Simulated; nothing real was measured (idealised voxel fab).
The process module that follows is named voxel local oxidation.
Xsec cut, 155 nm wide, square cell size 5 nm.
Just so we're on the same page, the cross-sections are grids of square cells, and they're listed out in bands top to bottom, each band one or more rows deep.
Top, bottom (nm), then materials left to right with widths (nm); lone material tagged "edge to edge" fills the whole band edge to edge; "air" = empty space.
Where do heights start? At 0: under that level the wafer as delivered is made of one material only. And the lowest band has no floor; it just carries on downward, as in "0 down".
The two numbers in a width such as "30 to 40" mark its ends across the band: the first belongs to the top row of cells, the second to the bottom row, and from each row to the next the width moves by the same amount.
The cross-section has no changed cell in any step marked "remained the same".
Under "Entrapped voids" you'll find the enclosed gaps, the ones with no way out to the top, that are 8 cells or bigger; each reads width x height at distance, with distance counted from the left edge, everything in nm.
On each step's line, the part that comes after the settings is the simulator's own comment on the step.
"overlay nm" on a masked step: distance the mask lay right of its planned place, negative for left.
[Intended process steps]
| 1 | RECEIVE: material Si |
| 2 | CONFORMAL_DEP: material SiO2, thk nm 5 |
| 3 | CONFORMAL_DEP: material SiN, thk nm 10 |
| 4 | DIRECTIONAL_DEP: material aC, thk nm 15 |
| 5 | PATTERN: tone cover, mask id ACTIVE, material resist, width nm 125, thk nm 30, overlay nm 0 |
| 6 | DIRECTIONAL_ETCH: etch materials aC, depth nm 15 |
| 7 | STRIP: etch materials resist |
| 8 | DIRECTIONAL_ETCH: etch materials SiN, depth nm 10 |
| 9 | STRIP: etch materials aC |
| 10 | SELECTIVE_ETCH: etch materials SiO2, depth nm 5 |
| 11 | OXIDIZE: depth nm 10 |
| 12 | STRIP: etch materials SiN |
[Cross-section of the incoming wafer, state after step 1]
    0 down | Si edge to edge
    Entrapped voids: none
[Cross-section: first of two wafers, module finished, run according to plan]
    5 to 0 | 20 nm air; 115 nm SiO2; 20 nm air
    0 to -10 | 30 nm SiO2; 95 nm Si; 30 nm SiO2
    -10 down | Si edge to edge
    Entrapped voids: none
[Cross-sectional view of the second of two wafers upon completion of the module. This wafer shared its starting condition and process plan with the first; one error was made during its execution]
    25 to 15 | SiO2 edge to edge
    15 to 5 | SiN edge to edge
    5 to 0 | SiO2 edge to edge
    0 down | Si edge to edge
    Entrapped voids: none
Here's what went sideways: step 4 did not happen as planned, as run it was DIRECTIONAL_DEP: material SiO2, thk nm 15
Bottom line after processing is that, in cells, the second wafer is up or down on some materials versus the first: 24 more of Si; 62 more of SiN; 46 more of SiO2
